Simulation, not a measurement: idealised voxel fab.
process module | voxel transistor to metal
cross-section cut | 195 nm wide | cells 5 nm
A cross-section is a grid of square cells, given in bands from the top down. A band is one or more rows of cells.
Each band's line starts with the height of the band's top and of its bottom, in nm. Then come its materials from left to right, each with its width in nm. One material with "throughout" fills the band from edge to edge. "air" is empty space.
Height 0 is the level under which the wafer as received is all one material. The lowest band goes on downwards, as in "0 down".
A width such as "30 to 40" changes by the same amount from each row of cells to the next, from the band's top row to its bottom row.
"no change" after a step means that no cell of the cross-section changed.
closed voids: empty space of 8 cells or more with no open way to the top, each as width x height at its distance from the left edge, in nm
after a step's settings: what the simulator itself notes on the step
overlay nm, on a step with a mask: how far to the right of its planned place the mask lay; to the left if negative
plan
1 op RECEIVE | material Si
2 op OXIDIZE | depth nm 5
3 op CONFORMAL_DEP | material SiN | thk nm 10
4 op DIRECTIONAL_DEP | material aC | thk nm 10
5 op PATTERN | tone cover | mask id ACTIVE | material resist | width nm 105 | thk nm 25 | overlay nm 0
6 op DIRECTIONAL_ETCH | etch materials aC | depth nm 10
7 op STRIP | etch materials resist
8 op DIRECTIONAL_ETCH | etch materials SiN | depth nm 10
9 op DIRECTIONAL_ETCH | etch materials SiO2 | depth nm 5
10 op DIRECTIONAL_ETCH | etch materials Si | depth nm 35
11 op STRIP | etch materials aC
12 op OXIDIZE | depth nm 5
13 op FILL_DEP | material SiO2 | thk nm 15
14 op CMP | height nm 10
15 op SELECTIVE_ETCH | etch materials SiO2 | depth nm 10
16 op STRIP | etch materials SiN
17 op SELECTIVE_ETCH | etch materials SiO2 | depth nm 5
18 op OXIDIZE | depth nm 5
19 op DIRECTIONAL_DEP | material polySi | thk nm 30
20 op DIRECTIONAL_DEP | material SiCN | thk nm 10
21 op DIRECTIONAL_DEP | material aC | thk nm 15
22 op PATTERN | tone cover | mask id GATE | material resist | width nm 35 | thk nm 35 | overlay nm 0
23 op DIRECTIONAL_ETCH | etch materials aC | depth nm 15
24 op STRIP | etch materials resist
25 op DIRECTIONAL_ETCH | etch materials SiCN | depth nm 20
26 op DIRECTIONAL_ETCH | etch materials polySi | depth nm 40
27 op STRIP | etch materials aC
28 op CONFORMAL_DEP | material SiO2 | thk nm 5
29 op DIRECTIONAL_ETCH | etch materials SiO2 | depth nm 5
30 op CONFORMAL_DEP | material SiN | thk nm 5
31 op DIRECTIONAL_ETCH | etch materials SiN | depth nm 5
32 op DIRECTIONAL_ETCH | etch materials SiO2 | depth nm 5
33 op DIRECTIONAL_ETCH | etch materials Si | depth nm 5
34 op EPI | material nSi | thk nm 10
35 op FILL_DEP | material SiO2 | thk nm 10
36 op CMP | height nm 25
37 op STRIP | etch materials polySi
38 op SELECTIVE_ETCH | etch materials SiO2 | depth nm 5
39 op CONFORMAL_DEP | material HfO2 | thk nm 5
40 op CONFORMAL_DEP | material TiN | thk nm 5
41 op FILL_DEP | material W | thk nm 5
42 op CMP | height nm 20
43 op DIRECTIONAL_DEP | material SiO2 | thk nm 10
44 op PATTERN | tone open | mask id CONTACT | material resist | width nm 15 | pitch nm 80 | thk nm 15 | overlay nm 0
45 op DIRECTIONAL_ETCH | etch materials SiO2 | depth nm 35
46 op STRIP | etch materials resist
47 op CONFORMAL_DEP | material TiN | thk nm 5
48 op FILL_DEP | material W | thk nm 10
49 op CMP | height nm 30
50 op DIRECTIONAL_DEP | material TiN | thk nm 5
51 op DIRECTIONAL_DEP | material Ru | thk nm 20
52 op PATTERN | tone cover | mask id METAL_1 | material resist | width nm 15 | pitch nm 80 | thk nm 15 | overlay nm 0
53 op DIRECTIONAL_ETCH | etch materials Ru | depth nm 20
54 op DIRECTIONAL_ETCH | etch materials TiN | depth nm 5
55 op STRIP | etch materials resist
56 op FILL_DEP | material lowk | thk nm 5
57 op CMP | height nm 55
58 op CONFORMAL_DEP | material SiCN | thk nm 5
59 op DIRECTIONAL_DEP | material SiO2 | thk nm 35
60 op PATTERN | tone open | mask id METAL_2 | material resist | width nm 15 | pitch nm 80 | thk nm 15 | overlay nm 0
61 op DIRECTIONAL_ETCH | etch materials SiO2 | depth nm 20
62 op STRIP | etch materials resist
63 op PATTERN | tone open | mask id METAL_2_HOLES | material resist | width nm 15 | pitch nm 80 | thk nm 15 | overlay nm 0
64 op DIRECTIONAL_ETCH | etch materials SiO2 | depth nm 15
65 op DIRECTIONAL_ETCH | etch materials SiCN | depth nm 5
66 op STRIP | etch materials resist
67 op CONFORMAL_DEP | material TiN | thk nm 5
68 op FILL_DEP | material Cu | thk nm 10
69 op CMP | height nm 95
70 op CONFORMAL_DEP | material SiCN | thk nm 5
first wafer, as planned
as received, after step 1
  0 down: Si throughout
  closed voids: none
after step 2
  0 to -5: SiO2 throughout
  below -5: unchanged
after step 3
  10 to 0: SiN throughout
  below 0: unchanged
after step 4
  20 to 10: aC throughout
  below 10: unchanged
after step 5
  45 to 20: air 45 | resist 105 | air 45
  below 20: unchanged
after step 6
  35 to 20: air 45 | resist 105 | air 45
  20 to 10: air 45 | aC 105 | air 45
  below 10: unchanged
after step 7
  20 to 10: air 45 | aC 105 | air 45
  below 10: unchanged
after step 8
  20 to 10: air 45 | aC 105 | air 45
  10 to 0: air 45 | SiN 105 | air 45
  below 0: unchanged
after step 9
  20 to 10: air 45 | aC 105 | air 45
  10 to 0: air 45 | SiN 105 | air 45
  0 to -5: air 45 | SiO2 105 | air 45
  below -5: unchanged
after step 10
  20 to 10: air 45 | aC 105 | air 45
  10 to 0: air 45 | SiN 105 | air 45
  0 to -5: air 45 | SiO2 105 | air 45
  -5 to -40: air 45 | Si 105 | air 45
  below -40: unchanged
after step 11
  10 to 0: air 45 | SiN 105 | air 45
  below 0: unchanged
after step 12
  10 to 0: air 45 | SiN 105 | air 45
  0 to -5: air 45 | SiO2 105 | air 45
  -5 to -40: air 45 | SiO2 5 | Si 95 | SiO2 5 | air 45
  -40 to -45: SiO2 50 | Si 95 | SiO2 50
  below -45: unchanged
after step 13
  25 to 10: SiO2 throughout
  10 to 0: SiO2 45 | SiN 105 | SiO2 45
  0 to -5: SiO2 throughout
  -5 to -45: SiO2 50 | Si 95 | SiO2 50
  below -45: unchanged
after step 14
  10 to 0: SiO2 45 | SiN 105 | SiO2 45
  below 0: unchanged
after step 15
  10 to 0: air 45 | SiN 105 | air 45
  below 0: unchanged
after step 16
  0 to -5: SiO2 throughout
  below -5: unchanged
after step 17
  -5 to -45: SiO2 50 | Si 95 | SiO2 50
  below -45: unchanged
after step 18
  -5 to -10: SiO2 throughout
  below -10: unchanged
after step 19
  25 to -5: polySi throughout
  below -5: unchanged
after step 20
  35 to 25: SiCN throughout
  below 25: unchanged
after step 21
  50 to 35: aC throughout
  below 35: unchanged
after step 22
  85 to 50: air 80 | resist 35 | air 80
  below 50: unchanged
after step 23
  70 to 50: air 80 | resist 35 | air 80
  50 to 35: air 80 | aC 35 | air 80
  below 35: unchanged
after step 24
  50 to 35: air 80 | aC 35 | air 80
  below 35: unchanged
after step 25
  50 to 35: air 80 | aC 35 | air 80
  35 to 25: air 80 | SiCN 35 | air 80
  below 25: unchanged
after step 26
  50 to 35: air 80 | aC 35 | air 80
  35 to 25: air 80 | SiCN 35 | air 80
  25 to -5: air 80 | polySi 35 | air 80
  below -5: unchanged
after step 27
  35 to 25: air 80 | SiCN 35 | air 80
  below 25: unchanged
after step 28
  40 to 35: air 75 | SiO2 45 | air 75
  35 to 25: air 75 | SiO2 5 | SiCN 35 | SiO2 5 | air 75
  25 to 0: air 75 | SiO2 5 | polySi 35 | SiO2 5 | air 75
  0 to -5: SiO2 80 | polySi 35 | SiO2 80
  below -5: unchanged
after step 29
  35 to 25: air 75 | SiO2 5 | SiCN 35 | SiO2 5 | air 75
  25 to -5: air 75 | SiO2 5 | polySi 35 | SiO2 5 | air 75
  below -5: unchanged
after step 30
  40 to 35: air 70 | SiN 55 | air 70
  35 to 25: air 70 | SiN 5 | SiO2 5 | SiCN 35 | SiO2 5 | SiN 5 | air 70
  25 to 0: air 70 | SiN 5 | SiO2 5 | polySi 35 | SiO2 5 | SiN 5 | air 70
  0 to -5: SiN 75 | SiO2 5 | polySi 35 | SiO2 5 | SiN 75
  below -5: unchanged
after step 31
  35 to 25: air 70 | SiN 5 | SiO2 5 | SiCN 35 | SiO2 5 | SiN 5 | air 70
  25 to -5: air 70 | SiN 5 | SiO2 5 | polySi 35 | SiO2 5 | SiN 5 | air 70
  below -5: unchanged
after step 32
  35 to 30: air 70 | SiN 5 | air 5 | SiCN 35 | air 5 | SiN 5 | air 70
  30 to 25: air 70 | SiN 5 | SiO2 5 | SiCN 35 | SiO2 5 | SiN 5 | air 70
  25 to -5: air 70 | SiN 5 | SiO2 5 | polySi 35 | SiO2 5 | SiN 5 | air 70
  -5 to -10: air 70 | SiO2 55 | air 70
  below -10: unchanged
after step 33
  35 to 30: air 70 | SiN 5 | air 5 | SiCN 35 | air 5 | SiN 5 | air 70
  30 to 25: air 70 | SiN 5 | SiO2 5 | SiCN 35 | SiO2 5 | SiN 5 | air 70
  25 to -5: air 70 | SiN 5 | SiO2 5 | polySi 35 | SiO2 5 | SiN 5 | air 70
  -5 to -10: air 70 | SiO2 55 | air 70
  -10 to -15: SiO2 50 | air 20 | Si 55 | air 20 | SiO2 50
  below -15: unchanged
after step 34
  35 to 30: air 70 | SiN 5 | air 5 | SiCN 35 | air 5 | SiN 5 | air 70
  30 to 25: air 70 | SiN 5 | SiO2 5 | SiCN 35 | SiO2 5 | SiN 5 | air 70
  25 to 0: air 70 | SiN 5 | SiO2 5 | polySi 35 | SiO2 5 | SiN 5 | air 70
  0 to -5: air 60 | nSi 10 | SiN 5 | SiO2 5 | polySi 35 | SiO2 5 | SiN 5 | nSi 10 | air 60
  -5 to -10: air 45 | nSi 25 | SiO2 55 | nSi 25 | air 45
  -10 to -15: SiO2 50 | nSi 20 | Si 55 | nSi 20 | SiO2 50
  below -15: unchanged
after step 35
  45 to 35: SiO2 throughout
  35 to 25: SiO2 70 | SiN 5 | SiO2 5 | SiCN 35 | SiO2 5 | SiN 5 | SiO2 70
  25 to 0: SiO2 70 | SiN 5 | SiO2 5 | polySi 35 | SiO2 5 | SiN 5 | SiO2 70
  0 to -5: SiO2 60 | nSi 10 | SiN 5 | SiO2 5 | polySi 35 | SiO2 5 | SiN 5 | nSi 10 | SiO2 60
  -5 to -10: SiO2 45 | nSi 25 | SiO2 55 | nSi 25 | SiO2 45
  below -10: unchanged
after step 36
  25 to 0: SiO2 70 | SiN 5 | SiO2 5 | polySi 35 | SiO2 5 | SiN 5 | SiO2 70
  below 0: unchanged
after step 37
  25 to 0: SiO2 70 | SiN 5 | SiO2 5 | air 35 | SiO2 5 | SiN 5 | SiO2 70
  0 to -5: SiO2 60 | nSi 10 | SiN 5 | SiO2 5 | air 35 | SiO2 5 | SiN 5 | nSi 10 | SiO2 60
  below -5: unchanged
after step 38
  25 to 20: air 70 | SiN 5 | air 45 | SiN 5 | air 70
  20 to 0: SiO2 70 | SiN 5 | air 45 | SiN 5 | SiO2 70
  0 to -5: SiO2 60 | nSi 10 | SiN 5 | air 45 | SiN 5 | nSi 10 | SiO2 60
  -5 to -10: SiO2 45 | nSi 25 | SiO2 5 | air 45 | SiO2 5 | nSi 25 | SiO2 45
  below -10: unchanged
after step 39
  30 to 25: air 65 | HfO2 15 | air 35 | HfO2 15 | air 65
  25 to 20: HfO2 70 | SiN 5 | HfO2 5 | air 35 | HfO2 5 | SiN 5 | HfO2 70
  20 to 0: SiO2 70 | SiN 5 | HfO2 5 | air 35 | HfO2 5 | SiN 5 | SiO2 70
  0 to -5: SiO2 60 | nSi 10 | SiN 5 | HfO2 5 | air 35 | HfO2 5 | SiN 5 | nSi 10 | SiO2 60
  -5 to -10: SiO2 45 | nSi 25 | SiO2 5 | HfO2 45 | SiO2 5 | nSi 25 | SiO2 45
  below -10: unchanged
after step 40
  35 to 30: air 60 | TiN 25 | air 25 | TiN 25 | air 60
  30 to 25: TiN 65 | HfO2 15 | TiN 5 | air 25 | TiN 5 | HfO2 15 | TiN 65
  25 to 20: HfO2 70 | SiN 5 | HfO2 5 | TiN 5 | air 25 | TiN 5 | HfO2 5 | SiN 5 | HfO2 70
  20 to 0: SiO2 70 | SiN 5 | HfO2 5 | TiN 5 | air 25 | TiN 5 | HfO2 5 | SiN 5 | SiO2 70
  0 to -5: SiO2 60 | nSi 10 | SiN 5 | HfO2 5 | TiN 35 | HfO2 5 | SiN 5 | nSi 10 | SiO2 60
  below -5: unchanged
after step 41
  40 to 35: W throughout
  35 to 30: W 60 | TiN 25 | W 25 | TiN 25 | W 60
  30 to 25: TiN 65 | HfO2 15 | TiN 5 | W 25 | TiN 5 | HfO2 15 | TiN 65
  25 to 20: HfO2 70 | SiN 5 | HfO2 5 | TiN 5 | W 25 | TiN 5 | HfO2 5 | SiN 5 | HfO2 70
  20 to 0: SiO2 70 | SiN 5 | HfO2 5 | TiN 5 | W 25 | TiN 5 | HfO2 5 | SiN 5 | SiO2 70
  below 0: unchanged
after step 42
  20 to 0: SiO2 70 | SiN 5 | HfO2 5 | TiN 5 | W 25 | TiN 5 | HfO2 5 | SiN 5 | SiO2 70
  below 0: unchanged
after step 43
  30 to 20: SiO2 throughout
  below 20: unchanged
after step 44
  45 to 30: resist 50 | air 15 | resist 65 | air 15 | resist 50
  below 30: unchanged
after step 45
  45 to 30: resist 50 | air 15 | resist 65 | air 15 | resist 50
  30 to 20: SiO2 50 | air 15 | SiO2 65 | air 15 | SiO2 50
  20 to 0: SiO2 50 | air 15 | SiO2 5 | SiN 5 | HfO2 5 | TiN 5 | W 25 | TiN 5 | HfO2 5 | SiN 5 | SiO2 5 | air 15 | SiO2 50
  0 to -5: SiO2 50 | air 10 | nSi 10 | SiN 5 | HfO2 5 | TiN 35 | HfO2 5 | SiN 5 | nSi 10 | air 10 | SiO2 50
  below -5: unchanged
after step 46
  30 to 20: SiO2 50 | air 15 | SiO2 65 | air 15 | SiO2 50
  below 20: unchanged
after step 47
  35 to 30: TiN 55 | air 5 | TiN 75 | air 5 | TiN 55
  30 to 20: SiO2 50 | TiN 5 | air 5 | TiN 5 | SiO2 65 | TiN 5 | air 5 | TiN 5 | SiO2 50
  20 to 5: SiO2 50 | TiN 5 | air 5 | TiN 5 | SiO2 5 | SiN 5 | HfO2 5 | TiN 5 | W 25 | TiN 5 | HfO2 5 | SiN 5 | SiO2 5 | TiN 5 | air 5 | TiN 5 | SiO2 50
  5 to 0: SiO2 50 | TiN 15 | SiO2 5 | SiN 5 | HfO2 5 | TiN 5 | W 25 | TiN 5 | HfO2 5 | SiN 5 | SiO2 5 | TiN 15 | SiO2 50
  0 to -5: SiO2 50 | TiN 10 | nSi 10 | SiN 5 | HfO2 5 | TiN 35 | HfO2 5 | SiN 5 | nSi 10 | TiN 10 | SiO2 50
  below -5: unchanged
after step 48
  45 to 35: W throughout
  35 to 30: TiN 55 | W 5 | TiN 75 | W 5 | TiN 55
  30 to 20: SiO2 50 | TiN 5 | W 5 | TiN 5 | SiO2 65 | TiN 5 | W 5 | TiN 5 | SiO2 50
  20 to 5: SiO2 50 | TiN 5 | W 5 | TiN 5 | SiO2 5 | SiN 5 | HfO2 5 | TiN 5 | W 25 | TiN 5 | HfO2 5 | SiN 5 | SiO2 5 | TiN 5 | W 5 | TiN 5 | SiO2 50
  below 5: unchanged
after step 49
  30 to 20: SiO2 50 | TiN 5 | W 5 | TiN 5 | SiO2 65 | TiN 5 | W 5 | TiN 5 | SiO2 50
  below 20: unchanged
after step 50
  35 to 30: TiN throughout
  below 30: unchanged
after step 51
  55 to 35: Ru throughout
  below 35: unchanged
after step 52
  70 to 55: air 50 | resist 15 | air 65 | resist 15 | air 50
  below 55: unchanged
after step 53
  70 to 55: air 50 | resist 15 | air 65 | resist 15 | air 50
  55 to 35: air 50 | Ru 15 | air 65 | Ru 15 | air 50
  below 35: unchanged
after step 54
  70 to 55: air 50 | resist 15 | air 65 | resist 15 | air 50
  55 to 35: air 50 | Ru 15 | air 65 | Ru 15 | air 50
  35 to 30: air 50 | TiN 15 | air 65 | TiN 15 | air 50
  below 30: unchanged
after step 55
  55 to 35: air 50 | Ru 15 | air 65 | Ru 15 | air 50
  below 35: unchanged
after step 56
  60 to 55: lowk throughout
  55 to 35: lowk 50 | Ru 15 | lowk 65 | Ru 15 | lowk 50
  35 to 30: lowk 50 | TiN 15 | lowk 65 | TiN 15 | lowk 50
  below 30: unchanged
after step 57
  55 to 35: lowk 50 | Ru 15 | lowk 65 | Ru 15 | lowk 50
  below 35: unchanged
after step 58
  60 to 55: SiCN throughout
  below 55: unchanged
after step 59
  95 to 60: SiO2 throughout
  below 60: unchanged
after step 60
  110 to 95: resist 50 | air 15 | resist 65 | air 15 | resist 50
  below 95: unchanged
after step 61
  110 to 95: resist 50 | air 15 | resist 65 | air 15 | resist 50
  95 to 75: SiO2 50 | air 15 | SiO2 65 | air 15 | SiO2 50
  below 75: unchanged
after step 62
  95 to 75: SiO2 50 | air 15 | SiO2 65 | air 15 | SiO2 50
  below 75: unchanged
after step 63
  110 to 95: resist 50 | air 15 | resist 65 | air 15 | resist 50
  below 95: unchanged
after step 64
  110 to 95: resist 50 | air 15 | resist 65 | air 15 | resist 50
  95 to 60: SiO2 50 | air 15 | SiO2 65 | air 15 | SiO2 50
  below 60: unchanged
after step 65
  110 to 95: resist 50 | air 15 | resist 65 | air 15 | resist 50
  95 to 60: SiO2 50 | air 15 | SiO2 65 | air 15 | SiO2 50
  60 to 55: SiCN 50 | air 15 | SiCN 65 | air 15 | SiCN 50
  below 55: unchanged
after step 66
  95 to 60: SiO2 50 | air 15 | SiO2 65 | air 15 | SiO2 50
  below 60: unchanged
after step 67
  100 to 95: TiN 55 | air 5 | TiN 75 | air 5 | TiN 55
  95 to 60: SiO2 50 | TiN 5 | air 5 | TiN 5 | SiO2 65 | TiN 5 | air 5 | TiN 5 | SiO2 50
  60 to 55: SiCN 50 | TiN 15 | SiCN 65 | TiN 15 | SiCN 50
  below 55: unchanged
after step 68
  110 to 100: Cu throughout
  100 to 95: TiN 55 | Cu 5 | TiN 75 | Cu 5 | TiN 55
  95 to 60: SiO2 50 | TiN 5 | Cu 5 | TiN 5 | SiO2 65 | TiN 5 | Cu 5 | TiN 5 | SiO2 50
  below 60: unchanged
after step 69
  95 to 60: SiO2 50 | TiN 5 | Cu 5 | TiN 5 | SiO2 65 | TiN 5 | Cu 5 | TiN 5 | SiO2 50
  below 60: unchanged
after step 70
  100 to 95: SiCN throughout
  below 95: unchanged
second wafer: like start, like plan, one mistake. Through step 58 it matches the first wafer
when step 59 should have ended
  130 to 60: SiO2 throughout
  below 60: unchanged
when step 60 should have ended
  145 to 130: resist 50 | air 15 | resist 65 | air 15 | resist 50
  below 130: unchanged
when step 61 should have ended
  145 to 130: resist 50 | air 15 | resist 65 | air 15 | resist 50
  130 to 110: SiO2 50 | air 15 | SiO2 65 | air 15 | SiO2 50
  below 110: unchanged
when step 62 should have ended
  130 to 110: SiO2 50 | air 15 | SiO2 65 | air 15 | SiO2 50
  below 110: unchanged
when step 63 should have ended
  145 to 130: resist 50 | air 15 | resist 65 | air 15 | resist 50
  below 130: unchanged
when step 64 should have ended
  145 to 130: resist 50 | air 15 | resist 65 | air 15 | resist 50
  130 to 95: SiO2 50 | air 15 | SiO2 65 | air 15 | SiO2 50
  below 95: unchanged
when step 65 should have ended: no change
when step 66 should have ended
  130 to 95: SiO2 50 | air 15 | SiO2 65 | air 15 | SiO2 50
  below 95: unchanged
when step 67 should have ended
  135 to 130: TiN 55 | air 5 | TiN 75 | air 5 | TiN 55
  130 to 100: SiO2 50 | TiN 5 | air 5 | TiN 5 | SiO2 65 | TiN 5 | air 5 | TiN 5 | SiO2 50
  100 to 95: SiO2 50 | TiN 15 | SiO2 65 | TiN 15 | SiO2 50
  below 95: unchanged
when step 68 should have ended
  145 to 135: Cu throughout
  135 to 130: TiN 55 | Cu 5 | TiN 75 | Cu 5 | TiN 55
  130 to 100: SiO2 50 | TiN 5 | Cu 5 | TiN 5 | SiO2 65 | TiN 5 | Cu 5 | TiN 5 | SiO2 50
  below 100: unchanged
when step 69 should have ended
  95 to 60: SiO2 throughout
  below 60: unchanged
when step 70 should have ended
  100 to 95: SiCN throughout
  below 95: unchanged
what went wrong: step 59 was run twice
at the end the second wafer has, in cells: 14 fewer of Cu | 6 more of SiCN | 42 more of SiO2 | 34 fewer of TiN
